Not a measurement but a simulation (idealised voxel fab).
The following process module bears the name voxel capacitor over wiring.
This is section cut - it's 290 nm across, gridded in 5 nm square cells.
Cross-section spec: square-cell grid; bands listed top down; each band is one or more rows. For a band, the entry starts with two heights in nm, that of the top and then that of the bottom, and carries on with the band's materials in order from left to right, each alongside its width in nm; the word "everywhere" beside a single material means it fills the band edge to edge, and "blank" means empty space. The level at which height equals 0 is the one under which the wafer, as it arrives, is entirely one material. No lower edge exists for the bottom band, which continues downward and is notated as in "0 and below". Think of "30..40" as a width that walks from the first number to the second as you go down the band, top row to bottom row, taking equal-sized steps from row to row. The designation "everything unchanged", where it is given for a processing step, indicates that no cell of the cross-section was altered in the course of that step. Each empty space that has no open way to the top and spans at least 8 cells appears under "Listed closed voids" as width x height at distance, the distance counted from the left edge, all in nm. Note: text after step settings on the step line = simulator remark on that step. overlay nm: how far to the right of its planned place the mask lay on this masked step (negative: to the left).
SET OUT BELOW ARE THE PLANNED STEPS OF THE PROCESS
1 op RECEIVE | material Si
2 op CONFORMAL_DEP | material SiO2 | thk nm 10
3 op DIRECTIONAL_DEP | material TiN | thk nm 5
4 op DIRECTIONAL_DEP | material W | thk nm 25
5 op MASKED_ETCH | tone cover | mask id METAL_1 | width nm 20 | pitch nm 90 | etch materials W | depth nm 25 | overlay nm 0
6 op MASKED_ETCH | tone cover | mask id METAL_1 | width nm 20 | pitch nm 90 | etch materials TiN | depth nm 5 | overlay nm 0
7 op FILL_DEP | material SiO2 | thk nm 10
8 op CMP | height nm 40
9 op CONFORMAL_DEP | material SiCN | thk nm 5
10 op DIRECTIONAL_DEP | material SiO2 | thk nm 20
11 op MASKED_ETCH | tone open | mask id PLUG_1 | width nm 15 | etch materials SiO2 | depth nm 20 | overlay nm 0
12 op MASKED_ETCH | tone open | mask id PLUG_1 | width nm 15 | etch materials SiCN | depth nm 5 | overlay nm 0
13 op EPI | material Ru | thk nm 10
14 op EPI | material Ru | thk nm 10
15 op EPI | material Ru | thk nm 5
16 op DIRECTIONAL_DEP | material TiN | thk nm 10
17 op DIRECTIONAL_DEP | material HfO2 | thk nm 5
18 op DIRECTIONAL_DEP | material TiN | thk nm 5
19 op MASKED_ETCH | tone cover | mask id UPPER_PLATE | width nm 75 | etch materials TiN | depth nm 5 | overlay nm 0
20 op MASKED_ETCH | tone cover | mask id UPPER_PLATE | width nm 75 | etch materials HfO2 | depth nm 5 | overlay nm 0
21 op DIRECTIONAL_DEP | material aC | thk nm 15
22 op PATTERN | tone cover | mask id LOWER_PLATE | material resist | width nm 75 | thk nm 30 | overlay nm 0
23 op DIRECTIONAL_ETCH | etch materials aC | depth nm 15
24 op STRIP | etch materials resist
25 op DIRECTIONAL_ETCH | etch materials TiN | depth nm 10
26 op STRIP | etch materials aC
27 op FILL_DEP | material SiO2 | thk nm 15
28 op CMP | height nm 95
29 op DIRECTIONAL_DEP | material aC | thk nm 15
30 op PATTERN | tone open | mask id PLUG_2 | material resist | width nm 15 | thk nm 30 | overlay nm 0
31 op DIRECTIONAL_ETCH | etch materials aC | depth nm 15
32 op STRIP | etch materials resist
33 op DIRECTIONAL_ETCH | etch materials SiO2 | depth nm 10
34 op STRIP | etch materials aC
35 op CONFORMAL_DEP | material TiN | thk nm 5
36 op FILL_DEP | material W | thk nm 5
37 op CMP | height nm 95
38 op CONFORMAL_DEP | material SiCN | thk nm 5
Heads up: all these wafers start the same, and what changes between them is the width nm in step 22. The value you see in the plan is just what the first wafer got.
CROSS-SECTION OF THE FIRST OF SEVERAL WAFERS AS RECEIVED (AFTER STEP 1)
  0 and below = Si everywhere
  Listed closed voids: none
FIRST OF SEVERAL WAFERS: CROSS-SECTION AT THE END OF THE MODULE, AFTER STEP 38, ITS LAST STEP
  100 down to 95 = SiCN everywhere
  95 down to 90 = SiO2 105 nm; TiN 5 nm; W 5 nm; TiN 5 nm; SiO2 170 nm
  90 down to 80 = SiO2 105..95 nm; TiN 15..75 nm; SiO2 170..120 nm
  80 down to 75 = SiO2 95 nm; HfO2 75 nm; SiO2 120 nm
  75 down to 65 = SiO2 95 nm; TiN 75 nm; SiO2 120 nm
  65 down to 45 = SiO2 95 nm; Ru 15 nm; SiO2 180 nm
  45 down to 40 = SiCN 95 nm; Ru 15 nm; SiCN 180 nm
  40 down to 15 = SiO2 90 nm; W 20 nm; SiO2 70 nm; W 20 nm; SiO2 90 nm
  15 down to 10 = SiO2 90 nm; TiN 20 nm; SiO2 70 nm; TiN 20 nm; SiO2 90 nm
  10 down to 0 = SiO2 everywhere
  0 and below = Si everywhere
  Listed closed voids: none
THE LAST WAFER AS SEEN IN CROSS-SECTION AT THE END OF THE MODULE
  100 down to 95 = SiCN everywhere
  95 down to 90 = SiO2 105 nm; TiN 5 nm; W 5 nm; TiN 5 nm; SiO2 170 nm
  90 down to 80 = SiO2 105..95 nm; TiN 15..75 nm; SiO2 170..120 nm
  80 down to 75 = SiO2 95 nm; HfO2 75 nm; SiO2 120 nm
  75 down to 65 = SiO2 85 nm; TiN 100 nm; SiO2 105 nm
  65 down to 45 = SiO2 95 nm; Ru 15 nm; SiO2 180 nm
  45 down to 40 = SiCN 95 nm; Ru 15 nm; SiCN 180 nm
  40 down to 15 = SiO2 90 nm; W 20 nm; SiO2 70 nm; W 20 nm; SiO2 90 nm
  15 down to 10 = SiO2 90 nm; TiN 20 nm; SiO2 70 nm; TiN 20 nm; SiO2 90 nm
  10 down to 0 = SiO2 everywhere
  0 and below = Si everywhere
  Listed closed voids: none
WAFER ROWS; END OF MODULE; CELLS PER MATERIAL SINCE RECEIPT: (+) GAINED, (-) LOST; THEN CLOSED VOIDS
width nm 75 | +15 HfO2 | +15 Ru | +113 SiCN | +918 SiO2 | +58 TiN | +41 W | Listed closed voids: none
width nm 80 | +15 HfO2 | +15 Ru | +113 SiCN | +916 SiO2 | +60 TiN | +41 W | Listed closed voids: none
width nm 85 | +15 HfO2 | +15 Ru | +113 SiCN | +914 SiO2 | +62 TiN | +41 W | Listed closed voids: none
width nm 90 | +15 HfO2 | +15 Ru | +113 SiCN | +912 SiO2 | +64 TiN | +41 W | Listed closed voids: none
width nm 95 | +15 HfO2 | +15 Ru | +113 SiCN | +910 SiO2 | +66 TiN | +41 W | Listed closed voids: none
width nm 100 | +15 HfO2 | +15 Ru | +113 SiCN | +908 SiO2 | +68 TiN | +41 W | Listed closed voids: none
